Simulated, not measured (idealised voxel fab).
Process module in this document: voxel ribs on slabs
It is cross-section cut that appears here, measuring 230 nm in width, its square cells being 5 nm in size.
When this document writes out a cross-section, it uses a grid of square cells and lists it as bands, beginning at the top and moving down, with a band standing for one or more rows of cells.
Band: top height; bottom height; in nm. Then, left to right: material with width in nm, for each material. "edge to edge": a single material spanning edge to edge. "blank": empty space.
Heights are expressed relative to 0, this being the level below which the as-received wafer comprises one material exclusively. The lowest band is unbounded in the downward direction and is denoted as in "from 0 down".
With a width like "30 to 40", each row of cells in the band differs from the next by the same amount, the top row carrying the first number and the bottom row the second.
Key: "remained unchanged" - step with no changed cell in the cross-section.
Reported under the label "Voids lacking openings" are the empty spaces having no open way to the top and comprising 8 cells or more; the notation for each is width x height at distance, in which the distance is measured from the left edge and all three values are in nm.
after a step's settings: what the simulator itself notes on the step
Each step line may optionally specify "overlay nm", which for a step with a mask gives the rightward distance between the mask's planned place and where it lay, a negative value indicating the leftward direction.
**Listed below are the process steps as planned**
1 RECEIVE: material Si
2 DIRECTIONAL_DEP: material SiO2, thk nm 25
3 DIRECTIONAL_DEP: material SiN, thk nm 20
4 PATTERN: tone cover, mask id RIB, material resist, width nm 20, thk nm 15, overlay nm 0
5 DIRECTIONAL_ETCH: etch materials SiN, depth nm 5
6 STRIP: etch materials resist
7 PATTERN: tone cover, mask id SLAB, material resist, width nm 50, thk nm 20, overlay nm 0
8 DIRECTIONAL_ETCH: etch materials SiN, depth nm 15
9 STRIP: etch materials resist
10 FILL_DEP: material SiO2, thk nm 15
11 CMP: height nm 55
12 DIRECTIONAL_DEP: material W, thk nm 5
13 PATTERN: tone cover, mask id HEATER, material resist, width nm 20, thk nm 20, overlay nm 0
14 DIRECTIONAL_ETCH: etch materials W, depth nm 5
15 STRIP: etch materials resist
16 CONFORMAL_DEP: material SiN, thk nm 10
Heads up: all these wafers start the same, and what changes between them is the width nm in step 13. The value you see in the plan is just what the first wafer got.
**first wafer as received, after step 1**
  from 0 down: Si edge to edge
  Voids lacking openings: none
**Where each wafer stands at the end of the module, a row apiece: cells of each material gained (+) or lost (-) since it was received, then closed voids**
width nm 20, +130 SiN, +472 SiO2, +4 W, Voids lacking openings: none
width nm 25, +130 SiN, +472 SiO2, +5 W, Voids lacking openings: none
width nm 30, +130 SiN, +472 SiO2, +6 W, Voids lacking openings: none
width nm 35, +130 SiN, +472 SiO2, +7 W, Voids lacking openings: none
width nm 40, +130 SiN, +472 SiO2, +8 W, Voids lacking openings: none
width nm 45, +130 SiN, +472 SiO2, +9 W, Voids lacking openings: none
